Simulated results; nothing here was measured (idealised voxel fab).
process module | voxel released beams
cross-section cut | 255 nm wide | cells 5 nm
A cross-section is a grid of square cells, given in bands from the top down. A band is one or more rows of cells.
Each band's line starts with the height of the band's top and of its bottom, in nm. Then come its materials from left to right, each with its width in nm. One material with "throughout" fills the band from edge to edge. "air" is empty space.
Height 0 is the level under which the wafer as received is all one material. The lowest band goes on downwards, as in "0 down".
A width such as "30 to 40" changes by the same amount from each row of cells to the next, from the band's top row to its bottom row.
"no change" after a step means that no cell of the cross-section changed.
closed voids: empty space of 8 cells or more with no open way to the top, each as width x height at its distance from the left edge, in nm
after a step's settings: what the simulator itself notes on the step
overlay nm, on a step with a mask: how far to the right of its planned place the mask lay; to the left if negative
plan
1 op RECEIVE | material Si
2 op CONFORMAL_DEP | material Al2O3 | thk nm 5
3 op DIRECTIONAL_DEP | material SiO2 | thk nm 15
4 op MASKED_ETCH | tone open | mask id ANCHOR | width nm 40 | etch materials SiO2 | depth nm 15 | overlay nm 0
5 op CONFORMAL_DEP | material polySi | thk nm 15
6 op MASKED_ETCH | tone cover | mask id BEAM | width nm 125 | etch materials polySi | depth nm 15 | overlay nm 0
7 op STRIP | etch materials SiO2
as received, after step 1
  0 down: Si throughout
  closed voids: none
first wafer at the end, as planned
  35 to 20: air 60 | polySi 20 | air 10 | polySi 95 | air 70
  20 to 5: air 65 | polySi 40 | air 150
  5 to 0: Al2O3 throughout
  0 down: Si throughout
  closed voids: none
second wafer at the end: like start, like plan, one mistake
  30 to 20: air 60 | polySi 20 | air 10 | polySi 95 | air 70
  20 to 15: air 60 | polySi 125 | air 70
  15 to 5: air 65 | polySi 40 | air 150
  5 to 0: Al2O3 throughout
  0 down: Si throughout
  closed voids: none
what went wrong: step 3 ran as: op DIRECTIONAL_DEP | material SiO2 | thk nm 10
at the end the second wafer has, in cells: 6 fewer of polySi
